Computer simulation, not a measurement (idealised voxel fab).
process module | voxel local oxidation
cross-section cut | 250 nm wide | cells 5 nm
A cross-section is a grid of square cells, given in bands from the top down. A band is one or more rows of cells.
Each band's line starts with the height of the band's top and of its bottom, in nm. Then come its materials from left to right, each with its width in nm. One material with "throughout" fills the band from edge to edge. "air" is empty space.
Height 0 is the level under which the wafer as received is all one material. The lowest band goes on downwards, as in "0 down".
A width such as "30 to 40" changes by the same amount from each row of cells to the next, from the band's top row to its bottom row.
"no change" after a step means that no cell of the cross-section changed.
closed voids: empty space of 8 cells or more with no open way to the top, each as width x height at its distance from the left edge, in nm
after a step's settings: what the simulator itself notes on the step
overlay nm, on a step with a mask: how far to the right of its planned place the mask lay; to the left if negative
plan
1 op RECEIVE | material Si
2 op OXIDIZE | depth nm 5
3 op CONFORMAL_DEP | material SiN | thk nm 10
4 op PATTERN | tone cover | mask id ACTIVE | material resist | width nm 120 | thk nm 15 | overlay nm 0
5 op DIRECTIONAL_ETCH | etch materials SiN | depth nm 10
6 op STRIP | etch materials resist
7 op SELECTIVE_ETCH | etch materials SiO2 | depth nm 5
8 op OXIDIZE | depth nm 15
9 op STRIP | etch materials SiN
first wafer, as planned
as received, after step 1
  0 down: Si throughout
  closed voids: none
after step 2
  0 to -5: SiO2 throughout
  below -5: unchanged
after step 3
  10 to 0: SiN throughout
  below 0: unchanged
after step 4
  25 to 10: air 65 | resist 120 | air 65
  below 10: unchanged
after step 5
  25 to 10: air 65 | resist 120 | air 65
  10 to 0: air 65 | SiN 120 | air 65
  below 0: unchanged
after step 6
  10 to 0: air 65 | SiN 120 | air 65
  below 0: unchanged
after step 7
  10 to 0: air 65 | SiN 120 | air 65
  0 to -5: air 70 | SiO2 110 | air 70
  below -5: unchanged
after step 8
  10 to 0: air 65 | SiN 120 | air 65
  0 to -5: air 70 | SiO2 110 | air 70
  -5 to -20: SiO2 85 | Si 80 | SiO2 85
  below -20: unchanged
after step 9
  0 to -5: air 70 | SiO2 110 | air 70
  below -5: unchanged
second wafer: like start, like plan, one mistake. Through step 7 it matches the first wafer
when step 8 should have ended
  10 to 0: air 65 | SiN 120 | air 65
  0 to -5: air 70 | SiO2 110 | air 70
  -5 to -20: SiO2 85 | Si 80 | SiO2 85
  below -20: unchanged
when step 9 should have ended
  0 to -5: air 70 | SiO2 110 | air 70
  below -5: unchanged
what went wrong: step 8 was run twice
at the end the two cross-sections are the same: no effect in what this model computes
